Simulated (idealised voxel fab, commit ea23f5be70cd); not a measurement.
The document below concerns the process module designated voxel transistor to metal.
185 nm wide, 5 nm square cells: that's cross-section cut.
Cross-sections here: square-cell grids, written as top-down lists of bands, a band being one or more rows of cells.
Each band's line starts with the height of the band's top and of its bottom, in nm. Then come its materials from left to right, each with its width in nm. One material with "all across" fills the band from edge to edge. "empty" is empty space.
Zero point of the height axis is 0; under it, received wafer = one material. Lowest band: continues down indefinitely, "z 0 and below".
Read "30..40" as a graded width: first number on top, second number at the bottom, same change between each pair of neighbouring rows.
"remained the same" for a step: no cell of the cross-section changed in that step.
"Closed void table" enumerates empty spaces isolated from the top, with no open way to it, that contain at least 8 cells, giving each as width x height at distance from the left edge, all three in nm.
Step line, after settings: the simulator's comment on this step.
overlay nm: on a step with a mask, how far right of its planned place the mask lay; negative means left.
SET OUT BELOW ARE THE PLANNED STEPS OF THE PROCESS
1,RECEIVE with material Si
2,OXIDIZE with depth nm 5
3,CONFORMAL_DEP with material SiN, thk nm 10
4,DIRECTIONAL_DEP with material aC, thk nm 10
5,PATTERN with tone cover, mask id ACTIVE, material resist, width nm 120, thk nm 25, overlay nm 0
6,DIRECTIONAL_ETCH with etch materials aC, depth nm 10
7,STRIP with etch materials resist
8,DIRECTIONAL_ETCH with etch materials SiN, depth nm 10
9,DIRECTIONAL_ETCH with etch materials SiO2, depth nm 5
10,DIRECTIONAL_ETCH with etch materials Si, depth nm 20
11,STRIP with etch materials aC
12,OXIDIZE with depth nm 5
13,FILL_DEP with material SiO2, thk nm 5
14,CMP with height nm 10
15,SELECTIVE_ETCH with etch materials SiO2, depth nm 5
16,STRIP with etch materials SiN
17,SELECTIVE_ETCH with etch materials SiO2, depth nm 5
18,OXIDIZE with depth nm 5
19,DIRECTIONAL_DEP with material polySi, thk nm 25
20,DIRECTIONAL_DEP with material SiCN, thk nm 10
21,PATTERN with tone cover, mask id GATE, material resist, width nm 30, thk nm 15, overlay nm 0
22,DIRECTIONAL_ETCH with etch materials SiCN, depth nm 20
23,DIRECTIONAL_ETCH with etch materials polySi, depth nm 35
24,STRIP with etch materials resist
25,CONFORMAL_DEP with material SiO2, thk nm 5
26,DIRECTIONAL_ETCH with etch materials SiO2, depth nm 5
27,CONFORMAL_DEP with material SiN, thk nm 5
28,DIRECTIONAL_ETCH with etch materials SiN, depth nm 5
29,DIRECTIONAL_ETCH with etch materials SiO2, depth nm 5
30,DIRECTIONAL_ETCH with etch materials Si, depth nm 5
31,EPI with material SiGe, thk nm 5
32,FILL_DEP with material SiO2, thk nm 5
33,CMP with height nm 20
34,STRIP with etch materials polySi
35,SELECTIVE_ETCH with etch materials SiO2, depth nm 5
36,CONFORMAL_DEP with material HfO2, thk nm 5
37,CONFORMAL_DEP with material TiN, thk nm 5
38,FILL_DEP with material W, thk nm 5
39,CMP with height nm 15
40,DIRECTIONAL_DEP with material SiO2, thk nm 15
41,PATTERN with tone open, mask id CONTACT, material resist, width nm 15, pitch nm 85, thk nm 15, overlay nm 0
42,DIRECTIONAL_ETCH with etch materials SiO2, depth nm 40
43,STRIP with etch materials resist
44,CONFORMAL_DEP with material TiN, thk nm 5
45,FILL_DEP with material Ru, thk nm 10
46,CMP with height nm 30
47,CONFORMAL_DEP with material SiN, thk nm 5
48,DIRECTIONAL_DEP with material SiO2, thk nm 25
49,PATTERN with tone open, mask id METAL_1, material resist, width nm 15, pitch nm 85, thk nm 20, overlay nm 0
50,DIRECTIONAL_ETCH with etch materials SiO2, depth nm 25
51,DIRECTIONAL_ETCH with etch materials SiN, depth nm 5
52,STRIP with etch materials resist
53,CONFORMAL_DEP with material TiN, thk nm 5
54,FILL_DEP with material Cu, thk nm 10
55,CMP with height nm 60
56,CONFORMAL_DEP with material SiCN, thk nm 5
Don't read the plan's depth nm for step 35 as applying to every wafer: that's the first wafer's value, and the wafers differ in it, though they all start identical.
AS-RECEIVED STATE AFTER STEP 1, FIRST OF SEVERAL WAFERS, CROSS-SECTION
z 0 and below = Si all across
Closed void table: none
END OF MODULE, BY WAFER: MATERIAL-BY-MATERIAL CELL GAIN (+) OR LOSS (-) SINCE RECEIPT, THEN CLOSED VOIDS
depth nm 5; +10 Cu; +16 HfO2; +14 Ru; -146 Si; +37 SiCN; +14 SiGe; +41 SiN; +411 SiO2; +72 TiN; +12 W; Closed void table: none
depth nm 10; +10 Cu; +45 HfO2; +4 Ru; -146 Si; +37 SiCN; +14 SiGe; +41 SiN; +412 SiO2; +52 TiN; +12 W; Closed void table: none
depth nm 15; +10 Cu; +47 HfO2; +4 Ru; -146 Si; +37 SiCN; +14 SiGe; +41 SiN; +385 SiO2; +77 TiN; +12 W; Closed void table: none
depth nm 20; +10 Cu; +49 HfO2; +4 Ru; -146 Si; +37 SiCN; +14 SiGe; +41 SiN; +358 SiO2; +79 TiN; +35 W; Closed void table: none
